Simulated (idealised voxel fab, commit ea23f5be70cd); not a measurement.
process module | voxel wiring stack
cross-section cut | 265 nm wide | cells 5 nm
A cross-section is a grid of square cells, given in bands from the top down. A band is one or more rows of cells.
Each band's line starts with the height of the band's top and of its bottom, in nm. Then come its materials from left to right, each with its width in nm. One material with "throughout" fills the band from edge to edge. "air" is empty space.
Height 0 is the level under which the wafer as received is all one material. The lowest band goes on downwards, as in "0 down".
A width such as "30 to 40" changes by the same amount from each row of cells to the next, from the band's top row to its bottom row.
"no change" after a step means that no cell of the cross-section changed.
closed voids: empty space of 8 cells or more with no open way to the top, each as width x height at its distance from the left edge, in nm
after a step's settings: what the simulator itself notes on the step
overlay nm, on a step with a mask: how far to the right of its planned place the mask lay; to the left if negative
plan
1 op RECEIVE | material Si
2 op CONFORMAL_DEP | material SiO2 | thk nm 10
3 op CONFORMAL_DEP | material SiN | thk nm 5
4 op DIRECTIONAL_DEP | material lowk | thk nm 25
5 op MASKED_ETCH | tone open | mask id METAL_1 | width nm 20 | pitch nm 40 | etch materials lowk | depth nm 25 | overlay nm 0
6 op MASKED_ETCH | tone open | mask id METAL_1 | width nm 20 | pitch nm 40 | etch materials SiN | depth nm 5 | overlay nm 0
7 op CONFORMAL_DEP | material TiN | thk nm 5
8 op FILL_DEP | material W | thk nm 10
9 op CMP | height nm 40
10 op CONFORMAL_DEP | material SiCN | thk nm 5
11 op DIRECTIONAL_DEP | material lowk | thk nm 20
12 op PATTERN | tone open | mask id PLUG_1 | material resist | width nm 15 | thk nm 20 | overlay nm 0
13 op DIRECTIONAL_ETCH | etch materials lowk | depth nm 20
14 op DIRECTIONAL_ETCH | etch materials SiCN | depth nm 5
15 op STRIP | etch materials resist
16 op EPI | material Ru | thk nm 10
17 op EPI | material Ru | thk nm 10
18 op EPI | material Ru | thk nm 5
19 op DIRECTIONAL_DEP | material TiN | thk nm 5
20 op DIRECTIONAL_DEP | material Ru | thk nm 15
21 op PATTERN | tone cover | mask id METAL_2 | material resist | width nm 20 | pitch nm 40 | thk nm 15 | overlay nm 0
22 op DIRECTIONAL_ETCH | etch materials Ru | depth nm 15
23 op DIRECTIONAL_ETCH | etch materials TiN | depth nm 5
24 op STRIP | etch materials resist
25 op CONFORMAL_DEP | material SiN | thk nm 5
26 op FILL_DEP | material SiO2 | thk nm 10
27 op CMP | height nm 85
28 op CONFORMAL_DEP | material SiCN | thk nm 5
29 op DIRECTIONAL_DEP | material lowk | thk nm 15
30 op PATTERN | tone open | mask id PLUG_2 | material resist | width nm 15 | pitch nm 40 | thk nm 15 | overlay nm 0
31 op DIRECTIONAL_ETCH | etch materials lowk | depth nm 15
32 op DIRECTIONAL_ETCH | etch materials SiCN | depth nm 5
33 op STRIP | etch materials resist
34 op EPI | material Ru | thk nm 10
35 op EPI | material Ru | thk nm 10
36 op DIRECTIONAL_DEP | material TiN | thk nm 5
37 op DIRECTIONAL_DEP | material W | thk nm 25
38 op DIRECTIONAL_DEP | material aC | thk nm 10
39 op PATTERN | tone cover | mask id METAL_3 | material resist | width nm 20 | pitch nm 40 | thk nm 30 | overlay nm 0
40 op DIRECTIONAL_ETCH | etch materials aC | depth nm 10
41 op STRIP | etch materials resist
42 op DIRECTIONAL_ETCH | etch materials W | depth nm 25
43 op DIRECTIONAL_ETCH | etch materials TiN | depth nm 5
44 op STRIP | etch materials aC
45 op FILL_DEP | material SiO2 | thk nm 10
46 op CMP | height nm 135
47 op CONFORMAL_DEP | material SiCN | thk nm 5
first wafer, as planned
as received, after step 1
  0 down: Si throughout
  closed voids: none
after step 2
  10 to 0: SiO2 throughout
  below 0: unchanged
after step 3
  15 to 10: SiN throughout
  below 10: unchanged
after step 4
  40 to 15: lowk throughout
  below 15: unchanged
after step 5
  40 to 15: lowk 100 | air 20 | lowk 20 | air 20 | lowk 105
  below 15: unchanged
after step 6
  40 to 15: lowk 100 | air 20 | lowk 20 | air 20 | lowk 105
  15 to 10: SiN 100 | air 20 | SiN 20 | air 20 | SiN 105
  below 10: unchanged
after step 7
  45 to 40: TiN 105 | air 10 | TiN 30 | air 10 | TiN 110
  40 to 15: lowk 100 | TiN 5 | air 10 | TiN 5 | lowk 20 | TiN 5 | air 10 | TiN 5 | lowk 105
  15 to 10: SiN 100 | TiN 20 | SiN 20 | TiN 20 | SiN 105
  below 10: unchanged
after step 8
  55 to 45: W throughout
  45 to 40: TiN 105 | W 10 | TiN 30 | W 10 | TiN 110
  40 to 15: lowk 100 | TiN 5 | W 10 | TiN 5 | lowk 20 | TiN 5 | W 10 | TiN 5 | lowk 105
  below 15: unchanged
after step 9
  40 to 15: lowk 100 | TiN 5 | W 10 | TiN 5 | lowk 20 | TiN 5 | W 10 | TiN 5 | lowk 105
  below 15: unchanged
after step 10
  45 to 40: SiCN throughout
  below 40: unchanged
after step 11
  65 to 45: lowk throughout
  below 45: unchanged
after step 12
  85 to 65: resist 100 | air 15 | resist 150
  below 65: unchanged
after step 13
  85 to 65: resist 100 | air 15 | resist 150
  65 to 45: lowk 100 | air 15 | lowk 150
  below 45: unchanged
after step 14
  85 to 65: resist 100 | air 15 | resist 150
  65 to 45: lowk 100 | air 15 | lowk 150
  45 to 40: SiCN 100 | air 15 | SiCN 150
  below 40: unchanged
after step 15
  65 to 45: lowk 100 | air 15 | lowk 150
  below 45: unchanged
after step 16
  65 to 50: lowk 100 | air 15 | lowk 150
  50 to 45: lowk 100 | Ru 15 | lowk 150
  45 to 40: SiCN 100 | Ru 15 | SiCN 150
  below 40: unchanged
after step 17
  65 to 60: lowk 100 | air 15 | lowk 150
  60 to 45: lowk 100 | Ru 15 | lowk 150
  below 45: unchanged
after step 18
  65 to 45: lowk 100 | Ru 15 | lowk 150
  below 45: unchanged
after step 19
  70 to 65: TiN throughout
  below 65: unchanged
after step 20
  85 to 70: Ru throughout
  below 70: unchanged
after step 21
  100 to 85: air 100 | resist 20 | air 20 | resist 20 | air 105
  below 85: unchanged
after step 22
  100 to 85: air 100 | resist 20 | air 20 | resist 20 | air 105
  85 to 70: air 100 | Ru 20 | air 20 | Ru 20 | air 105
  below 70: unchanged
after step 23
  100 to 85: air 100 | resist 20 | air 20 | resist 20 | air 105
  85 to 70: air 100 | Ru 20 | air 20 | Ru 20 | air 105
  70 to 65: air 100 | TiN 20 | air 20 | TiN 20 | air 105
  below 65: unchanged
after step 24
  85 to 70: air 100 | Ru 20 | air 20 | Ru 20 | air 105
  below 70: unchanged
after step 25
  90 to 85: air 95 | SiN 30 | air 10 | SiN 30 | air 100
  85 to 70: air 95 | SiN 5 | Ru 20 | SiN 5 | air 10 | SiN 5 | Ru 20 | SiN 5 | air 100
  70 to 65: SiN 100 | TiN 20 | SiN 20 | TiN 20 | SiN 105
  below 65: unchanged
after step 26
  100 to 90: SiO2 throughout
  90 to 85: SiO2 95 | SiN 30 | SiO2 10 | SiN 30 | SiO2 100
  85 to 70: SiO2 95 | SiN 5 | Ru 20 | SiN 5 | SiO2 10 | SiN 5 | Ru 20 | SiN 5 | SiO2 100
  below 70: unchanged
after step 27
  85 to 70: SiO2 95 | SiN 5 | Ru 20 | SiN 5 | SiO2 10 | SiN 5 | Ru 20 | SiN 5 | SiO2 100
  below 70: unchanged
after step 28
  90 to 85: SiCN throughout
  below 85: unchanged
after step 29
  105 to 90: lowk throughout
  below 90: unchanged
after step 30
  120 to 105: resist 100 | air 15 | resist 25 | air 15 | resist 110
  below 105: unchanged
after step 31
  120 to 105: resist 100 | air 15 | resist 25 | air 15 | resist 110
  105 to 90: lowk 100 | air 15 | lowk 25 | air 15 | lowk 110
  below 90: unchanged
after step 32
  120 to 105: resist 100 | air 15 | resist 25 | air 15 | resist 110
  105 to 90: lowk 100 | air 15 | lowk 25 | air 15 | lowk 110
  90 to 85: SiCN 100 | air 15 | SiCN 25 | air 15 | SiCN 110
  below 85: unchanged
after step 33
  105 to 90: lowk 100 | air 15 | lowk 25 | air 15 | lowk 110
  below 90: unchanged
after step 34
  105 to 95: lowk 100 | air 15 | lowk 25 | air 15 | lowk 110
  95 to 90: lowk 100 | Ru 15 | lowk 25 | Ru 15 | lowk 110
  90 to 85: SiCN 100 | Ru 15 | SiCN 25 | Ru 15 | SiCN 110
  below 85: unchanged
after step 35
  105 to 90: lowk 100 | Ru 15 | lowk 25 | Ru 15 | lowk 110
  below 90: unchanged
after step 36
  110 to 105: TiN throughout
  below 105: unchanged
after step 37
  135 to 110: W throughout
  below 110: unchanged
after step 38
  145 to 135: aC throughout
  below 135: unchanged
after step 39
  175 to 145: air 100 | resist 20 | air 20 | resist 20 | air 105
  below 145: unchanged
after step 40
  165 to 145: air 100 | resist 20 | air 20 | resist 20 | air 105
  145 to 135: air 100 | aC 20 | air 20 | aC 20 | air 105
  below 135: unchanged
after step 41
  145 to 135: air 100 | aC 20 | air 20 | aC 20 | air 105
  below 135: unchanged
after step 42
  145 to 135: air 100 | aC 20 | air 20 | aC 20 | air 105
  135 to 110: air 100 | W 20 | air 20 | W 20 | air 105
  below 110: unchanged
after step 43
  145 to 135: air 100 | aC 20 | air 20 | aC 20 | air 105
  135 to 110: air 100 | W 20 | air 20 | W 20 | air 105
  110 to 105: air 100 | TiN 20 | air 20 | TiN 20 | air 105
  below 105: unchanged
after step 44
  135 to 110: air 100 | W 20 | air 20 | W 20 | air 105
  below 110: unchanged
after step 45
  145 to 135: SiO2 throughout
  135 to 110: SiO2 100 | W 20 | SiO2 20 | W 20 | SiO2 105
  110 to 105: SiO2 100 | TiN 20 | SiO2 20 | TiN 20 | SiO2 105
  below 105: unchanged
after step 46
  135 to 110: SiO2 100 | W 20 | SiO2 20 | W 20 | SiO2 105
  below 110: unchanged
after step 47
  140 to 135: SiCN throughout
  below 135: unchanged
second wafer: like start, like plan, one mistake. Through step 25 it matches the first wafer
when step 26 should have ended
  100 to 85: SiN throughout
  85 to 70: SiN 100 | Ru 20 | SiN 20 | Ru 20 | SiN 105
  below 70: unchanged
when step 27 should have ended
  85 to 70: SiN 100 | Ru 20 | SiN 20 | Ru 20 | SiN 105
  below 70: unchanged
when step 28 should have ended
  90 to 85: SiCN throughout
  below 85: unchanged
when step 29 should have ended
  105 to 90: lowk throughout
  below 90: unchanged
when step 30 should have ended
  120 to 105: resist 100 | air 15 | resist 25 | air 15 | resist 110
  below 105: unchanged
when step 31 should have ended
  120 to 105: resist 100 | air 15 | resist 25 | air 15 | resist 110
  105 to 90: lowk 100 | air 15 | lowk 25 | air 15 | lowk 110
  below 90: unchanged
when step 32 should have ended
  120 to 105: resist 100 | air 15 | resist 25 | air 15 | resist 110
  105 to 90: lowk 100 | air 15 | lowk 25 | air 15 | lowk 110
  90 to 85: SiCN 100 | air 15 | SiCN 25 | air 15 | SiCN 110
  below 85: unchanged
when step 33 should have ended
  105 to 90: lowk 100 | air 15 | lowk 25 | air 15 | lowk 110
  below 90: unchanged
when step 34 should have ended
  105 to 95: lowk 100 | air 15 | lowk 25 | air 15 | lowk 110
  95 to 90: lowk 100 | Ru 15 | lowk 25 | Ru 15 | lowk 110
  90 to 85: SiCN 100 | Ru 15 | SiCN 25 | Ru 15 | SiCN 110
  below 85: unchanged
when step 35 should have ended
  105 to 90: lowk 100 | Ru 15 | lowk 25 | Ru 15 | lowk 110
  below 90: unchanged
when step 36 should have ended
  110 to 105: TiN throughout
  below 105: unchanged
when step 37 should have ended
  135 to 110: W throughout
  below 110: unchanged
when step 38 should have ended
  145 to 135: aC throughout
  below 135: unchanged
when step 39 should have ended
  175 to 145: air 100 | resist 20 | air 20 | resist 20 | air 105
  below 145: unchanged
when step 40 should have ended
  165 to 145: air 100 | resist 20 | air 20 | resist 20 | air 105
  145 to 135: air 100 | aC 20 | air 20 | aC 20 | air 105
  below 135: unchanged
when step 41 should have ended
  145 to 135: air 100 | aC 20 | air 20 | aC 20 | air 105
  below 135: unchanged
when step 42 should have ended
  145 to 135: air 100 | aC 20 | air 20 | aC 20 | air 105
  135 to 110: air 100 | W 20 | air 20 | W 20 | air 105
  below 110: unchanged
when step 43 should have ended
  145 to 135: air 100 | aC 20 | air 20 | aC 20 | air 105
  135 to 110: air 100 | W 20 | air 20 | W 20 | air 105
  110 to 105: air 100 | TiN 20 | air 20 | TiN 20 | air 105
  below 105: unchanged
when step 44 should have ended
  135 to 110: air 100 | W 20 | air 20 | W 20 | air 105
  below 110: unchanged
when step 45 should have ended
  145 to 135: SiO2 throughout
  135 to 110: SiO2 100 | W 20 | SiO2 20 | W 20 | SiO2 105
  110 to 105: SiO2 100 | TiN 20 | SiO2 20 | TiN 20 | SiO2 105
  below 105: unchanged
when step 46 should have ended
  135 to 110: SiO2 100 | W 20 | SiO2 20 | W 20 | SiO2 105
  below 110: unchanged
when step 47 should have ended
  140 to 135: SiCN throughout
  below 135: unchanged
what went wrong: step 26 ran as: op FILL_DEP | material SiN | thk nm 10
at the end the second wafer has, in cells: 123 more of SiN | 123 fewer of SiO2
